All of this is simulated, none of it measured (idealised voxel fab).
The process module that follows is named voxel self aligned vias.
This is section cut - it's 265 nm across, gridded in 5 nm square cells.
For the purposes of this document, a cross-section shall be understood as a grid of square cells, specified as bands listed in top-to-bottom order, each band consisting of one or more rows of cells.
Heights first: top, then bottom, in nm. Then materials, left to right, each with a width in nm. "edge to edge" on a single material: fills the band edge to edge. "empty": empty space.
Convention: height 0 is the level below which the wafer, as received, is all one material. The lowest band does not terminate at the bottom but continues downward, represented as "z 0 and below".
The width entry "30..40" should be interpreted row by row: the top row of cells in the band takes the first number, the bottom row takes the second number, and the change between adjacent rows is uniform throughout.
Basically "no alterations made" means that step didn't change any cell in the cross-section.
In "Voids lacking openings" the enclosed voids are listed, meaning empty spaces of 8 cells or larger without any opening to the top. The form is width x height at distance, distance from the left edge, units nm.
Text after the settings on a step's line: the simulator's own remark on that step.
overlay nm: how far to the right of its planned place the mask lay on this masked step (negative: to the left).
-- These are the steps we planned for the process
step 1: RECEIVE [material Si]
step 2: CONFORMAL_DEP [material SiO2] [thk nm 15]
step 3: CONFORMAL_DEP [material SiCN] [thk nm 5]
step 4: DIRECTIONAL_DEP [material lowk] [thk nm 30]
step 5: MASKED_ETCH [tone open] [mask id LINES] [width nm 25] [pitch nm 75] [etch materials lowk] [depth nm 30] [overlay nm 0]
step 6: CONFORMAL_DEP [material TiN] [thk nm 5]
step 7: FILL_DEP [material Ru] [thk nm 10]
step 8: CMP [height nm 50]
step 9: SELECTIVE_ETCH [etch materials W Ru TiN] [depth nm 5]
step 10: FILL_DEP [material SiN] [thk nm 10]
step 11: CMP [height nm 50]
step 12: DIRECTIONAL_DEP [material lowk] [thk nm 20]
step 13: PATTERN [tone open] [mask id VIAS] [material resist] [width nm 45] [thk nm 20] [overlay nm 0]
step 14: DIRECTIONAL_ETCH [etch materials lowk] [depth nm 20]
step 15: DIRECTIONAL_ETCH [etch materials SiN] [depth nm 5]
step 16: STRIP [etch materials resist]
step 17: CONFORMAL_DEP [material TiN] [thk nm 5]
step 18: FILL_DEP [material W] [thk nm 10]
step 19: CMP [height nm 70]
step 20: CONFORMAL_DEP [material SiN] [thk nm 5]
-- Incoming wafer, cross-sectional view, post step 1
  z 0 and below: Si edge to edge
  Voids lacking openings: none
-- a wafer at the end: this start, this plan, one mistake
  z 75 to 70: SiN edge to edge
  z 70 to 55: 70 of lowk | 5 of TiN | 35 of W | 5 of TiN | 150 of lowk
  z 55 to 50: 70 of lowk | 45 of TiN | 150 of lowk
  z 50 to 45: 70 of SiN | 10 of TiN | 25 of lowk | 10 of TiN | 40 of SiN | 25 of lowk | 85 of SiN
  z 45 to 25: 75 of Ru | 5 of TiN | 25 of lowk | 5 of TiN | 40 of Ru | 5 of TiN | 25 of lowk | 5 of TiN | 80 of Ru
  z 25 to 20: 80 of TiN | 25 of lowk | 50 of TiN | 25 of lowk | 85 of TiN
  z 20 to 15: SiCN edge to edge
  z 15 to 0: SiO2 edge to edge
  z 0 and below: Si edge to edge
  Voids lacking openings: none
What was done differently from what was planned? the process deviated at step 5: the operation and settings actually run there were MASKED_ETCH [tone cover] [mask id LINES] [width nm 25] [pitch nm 75] [etch materials lowk] [depth nm 30] [overlay nm 0]
